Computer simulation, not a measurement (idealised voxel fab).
Process module heading - voxel capacitor over wiring
FYI the section here is cut, 220 nm wide, cells are 5 nm squares.
A cross-section is a grid of square cells, given in bands from the top down. A band is one or more rows of cells. Heights first: top, then bottom, in nm. Then materials, left to right, each with a width in nm. "all across" on a single material: fills the band edge to edge. "air": empty space. Height datum 0, below which the as-received substrate wafer is one material. Lowest band open at the bottom, running downward: "0 down". Per-row width for "30 to 40": begins at first number (top row of band), ends at second number (bottom row), increment between rows held constant. Take "nothing changed" at face value: in the step it is given for, the cross-section changed in none of its cells. "Fully enclosed voids" lists enclosed empty spaces (at least 8 cells, no open path upward to the top), each as width x height at distance from the left edge, in nm. after a step's settings: what the simulator itself notes on the step. What "overlay nm" on a step's line means: if the step has a mask, that mask lay this far to the right of its planned place, or, when the value is negative, to the left.

[The following list gives the planned process steps]
1,RECEIVE | material Si
2,CONFORMAL_DEP | material SiO2 | thk nm 15
3,DIRECTIONAL_DEP | material TiN | thk nm 5
4,DIRECTIONAL_DEP | material W | thk nm 20
5,DIRECTIONAL_DEP | material aC | thk nm 10
6,PATTERN | tone cover | mask id METAL_1 | material resist | width nm 20 | pitch nm 70 | thk nm 30 | overlay nm 0
7,DIRECTIONAL_ETCH | etch materials aC | depth nm 10
8,STRIP | etch materials resist
9,DIRECTIONAL_ETCH | etch materials W | depth nm 20
10,DIRECTIONAL_ETCH | etch materials TiN | depth nm 5
11,STRIP | etch materials aC
12,CONFORMAL_DEP | material SiCN | thk nm 5
13,FILL_DEP | material lowk | thk nm 5
14,CMP | height nm 40
15,CONFORMAL_DEP | material SiCN | thk nm 5
16,DIRECTIONAL_DEP | material lowk | thk nm 20
17,PATTERN | tone open | mask id PLUG_1 | material resist | width nm 15 | thk nm 20 | overlay nm 0
18,DIRECTIONAL_ETCH | etch materials lowk | depth nm 20
19,DIRECTIONAL_ETCH | etch materials SiCN | depth nm 5
20,STRIP | etch materials resist
21,CONFORMAL_DEP | material TiN | thk nm 5
22,FILL_DEP | material Ru | thk nm 5
23,CMP | height nm 65
24,DIRECTIONAL_DEP | material TiN | thk nm 10
25,DIRECTIONAL_DEP | material HfO2 | thk nm 5
26,DIRECTIONAL_DEP | material TiN | thk nm 10
27,PATTERN | tone cover | mask id UPPER_PLATE | material resist | width nm 55 | thk nm 15 | overlay nm 0
28,DIRECTIONAL_ETCH | etch materials TiN | depth nm 10
29,DIRECTIONAL_ETCH | etch materials HfO2 | depth nm 5
30,STRIP | etch materials resist
31,PATTERN | tone cover | mask id LOWER_PLATE | material resist | width nm 65 | thk nm 15 | overlay nm 0
32,DIRECTIONAL_ETCH | etch materials TiN | depth nm 10
33,STRIP | etch materials resist
34,FILL_DEP | material SiO2 | thk nm 15
35,CMP | height nm 100
36,DIRECTIONAL_DEP | material aC | thk nm 15
37,PATTERN | tone open | mask id PLUG_2 | material resist | width nm 15 | thk nm 30 | overlay nm 0
38,DIRECTIONAL_ETCH | etch materials aC | depth nm 15
39,STRIP | etch materials resist
40,DIRECTIONAL_ETCH | etch materials SiO2 | depth nm 10
41,STRIP | etch materials aC
42,CONFORMAL_DEP | material TiN | thk nm 5
43,FILL_DEP | material Cu | thk nm 10
44,CMP | height nm 100
45,CONFORMAL_DEP | material SiN | thk nm 5

[This is the cross-section of the wafer as we received it, i.e. after step 1]
	0 down  Si all across
	Fully enclosed voids: none

[Starting structure and process plan are as shown above, but one mistake was made in running the module; the wafer cross-section at the end of the module follows]
	105 to 100  SiN all across
	100 to 95  SiO2=80 / TiN=5 / Cu=5 / TiN=5 / SiO2=125
	95 to 90  SiO2=80 / TiN=15 / SiO2=125
	90 to 80  SiO2=70 / TiN=55 / SiO2=95
	80 to 75  SiO2=70 / HfO2=55 / SiO2=95
	75 to 65  SiO2=65 / TiN=65 / SiO2=90
	65 to 45  lowk=70 / TiN=5 / Ru=5 / TiN=5 / lowk=135
	45 to 40  SiCN=70 / TiN=15 / SiCN=135
	40 to 20  lowk=60 / SiCN=5 / W=25 / SiCN=5 / lowk=35 / SiCN=5 / W=25 / SiCN=5 / lowk=55
	20 to 15  SiCN=65 / TiN=25 / SiCN=45 / TiN=25 / SiCN=60
	15 to 0  SiO2 all across
	0 down  Si all across
	Fully enclosed voids: none
Error vs. plan: step 6 changed vs plan, executed as PATTERN | tone cover | mask id METAL_1 | material resist | width nm 25 | pitch nm 70 | thk nm 30 | overlay nm 0
